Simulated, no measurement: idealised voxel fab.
You're looking at the process module voxel self aligned contacts.
Section shown: cut. Width: 280 nm. Cell size: 5 nm, square.
Cross-section format: a grid of square cells, given as bands from top to bottom; each band is one or more rows of cells.
Band entry format. Leading values: height of top, height of bottom, nm. Remainder: materials in left-to-right order, each with its width in nm. Special words: "all across" on a single material, which then fills the band edge to edge; "empty", empty space.
Heights are reckoned from 0. Under this level, the received wafer is all of one material. The bottommost band is open-ended downward, for example "0 down".
Note: "30..40" means the width goes from the first number (top row of the band) to the second number (bottom row) in equal steps per row of cells.
Given "no modifications" for a step, no cell of the cross-section differs between before and after that step.
Entry "Sealed voids". Content: empty spaces with no open connection to the top, size 8 cells or greater. Each: width x height at distance. Distance: from left edge. Unit: nm.
Where a step's line continues beyond its settings, the continuation is a remark by the simulator itself on that step.
The line of a step may include "overlay nm". On a step with a mask, this value is how far to the right of its planned place the mask lay. A negative value means the mask lay to the left.

**Planned process steps**
1. RECEIVE, material Si
2. CONFORMAL_DEP, material SiO2, thk nm 5
3. DIRECTIONAL_DEP, material polySi, thk nm 30
4. DIRECTIONAL_DEP, material SiN, thk nm 20
5. MASKED_ETCH, tone cover, mask id GATE, width nm 25, pitch nm 50, etch materials SiN, depth nm 20, overlay nm 0
6. MASKED_ETCH, tone cover, mask id GATE, width nm 25, pitch nm 50, etch materials polySi, depth nm 30, overlay nm 0
7. CONFORMAL_DEP, material SiN, thk nm 5
8. DIRECTIONAL_ETCH, etch materials SiN, depth nm 5
9. FILL_DEP, material SiO2, thk nm 20
10. CMP, height nm 65
11. PATTERN, tone open, mask id CONTACT, material resist, width nm 35, pitch nm 50, thk nm 15, overlay nm 0
12. DIRECTIONAL_ETCH, etch materials SiO2, depth nm 65
13. STRIP, etch materials resist
14. CONFORMAL_DEP, material TiN, thk nm 5
15. FILL_DEP, material W, thk nm 10
16. CMP, height nm 65
17. CONFORMAL_DEP, material SiCN, thk nm 5

**Cross-section of the wafer as it came to us, i.e., already through step 1**
- 0 down: Si all across
- Sealed voids: none

**One mistake in running the module, otherwise start and plan as above: cross-section at the end**
- 70 to 65: SiCN all across
- 65 to 55: 95 SiO2, 5..15 TiN, 25..5 W, 5..15 TiN, 15 SiO2, 5..15 TiN, 25..5 W, 5..15 TiN, 100 SiO2
- 55 to 40: 70 SiO2, 35 SiN, 5 TiN, 5 W, 5 TiN, 35 SiN, 5 TiN, 5 W, 5 TiN, 35 SiN, 75 SiO2
- 40 to 35: 70 SiO2, 35 SiN, 15 TiN, 35 SiN, 15 TiN, 35 SiN, 75 SiO2
- 35 to 5: 70 SiO2, 5 SiN, 35 polySi, 5 SiN, 5 TiN, 5 SiN, 35 polySi, 5 SiN, 5 TiN, 5 SiN, 35 polySi, 5 SiN, 65 SiO2
- 5 to 0: 115 SiO2, 5 TiN, 45 SiO2, 5 TiN, 110 SiO2
- 0 down: Si all across
- Sealed voids: none
Which mistake was made when the wafer was run? step 6 was run on a setting that differed from the plan, and what really ran there is MASKED_ETCH, tone cover, mask id GATE, width nm 25, pitch nm 50, etch materials polySi, depth nm 30, overlay nm 10
